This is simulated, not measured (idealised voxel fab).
The document below concerns the process module designated voxel capacitor over wiring.
Xsec cut, 155 nm wide, square cell size 5 nm.
We lay out every cross-section as a grid of square cells and spell it out in bands from the top down, where one band means one or more rows of cells.
What a band's entry tells you: where the top is and where the bottom is, as heights in nm, and after that what lies inside, material by material from left to right, each with its width in nm. Empty space is written as the word "blank", and a single material marked with the word "full width" occupies the band from edge to edge.
Zero point of the height axis is 0; under it, received wafer = one material. Lowest band: continues down indefinitely, "0 down".
Width spec "30 to 40" -> top row of cells at first value, bottom row at second value, equal per-row change in between.
No cell of the cross-section changed in a step that is given as "nothing was modified".
"Enclosed void inventory": sealed empty spaces, 8 cells or more, no open way to top, listed width x height at distance, with distance from the left edge and width, height and distance in nm.
Whatever follows a step's settings on its line is a remark the simulator itself makes about that step.
overlay nm: step with mask; distance mask lay right of planned place; negative value = left of planned place.

## Steps in the process plan
- 1: RECEIVE [material Si]
- 2: CONFORMAL_DEP [material SiO2] [thk nm 15]
- 3: DIRECTIONAL_DEP [material TiN] [thk nm 5]
- 4: DIRECTIONAL_DEP [material Ru] [thk nm 15]
- 5: MASKED_ETCH [tone cover] [mask id METAL_1] [width nm 25] [pitch nm 85] [etch materials Ru] [depth nm 15] [overlay nm 0]
- 6: MASKED_ETCH [tone cover] [mask id METAL_1] [width nm 25] [pitch nm 85] [etch materials TiN] [depth nm 5] [overlay nm 0]
- 7: CONFORMAL_DEP [material SiN] [thk nm 5]
- 8: FILL_DEP [material SiO2] [thk nm 5]
- 9: CMP [height nm 35]
- 10: CONFORMAL_DEP [material SiCN] [thk nm 5]
- 11: DIRECTIONAL_DEP [material lowk] [thk nm 20]
- 12: MASKED_ETCH [tone open] [mask id PLUG_1] [width nm 15] [etch materials lowk] [depth nm 20] [overlay nm 0]
- 13: MASKED_ETCH [tone open] [mask id PLUG_1] [width nm 15] [etch materials SiCN] [depth nm 5] [overlay nm 0]
- 14: EPI [material Ru] [thk nm 10]
- 15: EPI [material Ru] [thk nm 10]
- 16: EPI [material Ru] [thk nm 5]
- 17: DIRECTIONAL_DEP [material TiN] [thk nm 5]
- 18: DIRECTIONAL_DEP [material SiN] [thk nm 5]
- 19: DIRECTIONAL_DEP [material TiN] [thk nm 5]
- 20: MASKED_ETCH [tone cover] [mask id UPPER_PLATE] [width nm 65] [etch materials TiN] [depth nm 5] [overlay nm 0]
- 21: MASKED_ETCH [tone cover] [mask id UPPER_PLATE] [width nm 65] [etch materials SiN] [depth nm 5] [overlay nm 0]
- 22: PATTERN [tone cover] [mask id LOWER_PLATE] [material resist] [width nm 75] [thk nm 20] [overlay nm 0]
- 23: DIRECTIONAL_ETCH [etch materials TiN] [depth nm 5]
- 24: STRIP [etch materials resist]
- 25: FILL_DEP [material SiO2] [thk nm 20]
- 26: CMP [height nm 90]
- 27: PATTERN [tone open] [mask id PLUG_2] [material resist] [width nm 15] [thk nm 20] [overlay nm 0]
- 28: DIRECTIONAL_ETCH [etch materials SiO2] [depth nm 15]
- 29: STRIP [etch materials resist]
- 30: CONFORMAL_DEP [material TiN] [thk nm 5]
- 31: FILL_DEP [material W] [thk nm 10]
- 32: CMP [height nm 90]
- 33: CONFORMAL_DEP [material SiN] [thk nm 5]

## Wafer as received: cross-section following step 1
0 down = Si full width
Enclosed void inventory: none

## Starting wafer: above. Plan: above. Run: one mistake. Cross-section after the module: below
95 to 90 = SiN full width
90 to 80 = SiO2: 40  TiN: 5  W: 5  TiN: 5  SiO2: 100
80 to 70 = SiO2: 40 to 45  TiN: 15 to 50  SiO2: 100 to 60
70 to 65 = SiO2: 30  TiN: 15  SiN: 50  SiO2: 60
65 to 60 = SiO2: 25  TiN: 5  SiN: 15  TiN: 55  SiO2: 55
60 to 55 = SiCN: 30  TiN: 15  SiCN: 110
55 to 35 = lowk full width
35 to 20 = SiO2: 15  SiN: 5  Ru: 25  SiN: 5  SiO2: 50  SiN: 5  Ru: 25  SiN: 5  SiO2: 20
20 to 15 = SiN: 20  TiN: 25  SiN: 60  TiN: 25  SiN: 25
15 to 0 = SiO2 full width
0 down = Si full width
Enclosed void inventory: none
Plan not followed: steps 10 and 11 got flipped, so each one ran where the other should have
